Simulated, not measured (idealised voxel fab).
process module | voxel spacer lines
cross-section cut | 200 nm wide | cells 5 nm
A cross-section is a grid of square cells, given in bands from the top down. A band is one or more rows of cells.
Each band's line starts with the height of the band's top and of its bottom, in nm. Then come its materials from left to right, each with its width in nm. One material with "throughout" fills the band from edge to edge. "air" is empty space.
Height 0 is the level under which the wafer as received is all one material. The lowest band goes on downwards, as in "0 down".
A width such as "30 to 40" changes by the same amount from each row of cells to the next, from the band's top row to its bottom row.
"no change" after a step means that no cell of the cross-section changed.
closed voids: empty space of 8 cells or more with no open way to the top, each as width x height at its distance from the left edge, in nm
after a step's settings: what the simulator itself notes on the step
overlay nm, on a step with a mask: how far to the right of its planned place the mask lay; to the left if negative
plan
1 op RECEIVE | material Si
2 op CONFORMAL_DEP | material Al2O3 | thk nm 5
3 op DIRECTIONAL_DEP | material TiN | thk nm 15
4 op DIRECTIONAL_DEP | material aC | thk nm 25
5 op PATTERN | tone cover | mask id MANDREL | material resist | width nm 20 | pitch nm 60 | thk nm 35 | overlay nm 0
6 op DIRECTIONAL_ETCH | etch materials aC | depth nm 25
7 op STRIP | etch materials resist
8 op CONFORMAL_DEP | material SiO2 | thk nm 10
9 op DIRECTIONAL_ETCH | etch materials SiO2 | depth nm 10
10 op STRIP | etch materials aC
11 op DIRECTIONAL_ETCH | etch materials TiN | depth nm 15
12 op STRIP | etch materials SiO2
13 op FILL_DEP | material lowk | thk nm 5
14 op CMP | height nm 20
as received, after step 1
  0 down: Si throughout
  closed voids: none
a wafer at the end: this start, this plan, one mistake
  20 to 15: lowk throughout
  15 to 0: lowk 50 | TiN 10 | lowk 20 | TiN 10 | lowk 20 | TiN 10 | lowk 20 | TiN 10 | lowk 50
  0 down: Si throughout
  closed voids: none
what went wrong: step 2 was left out
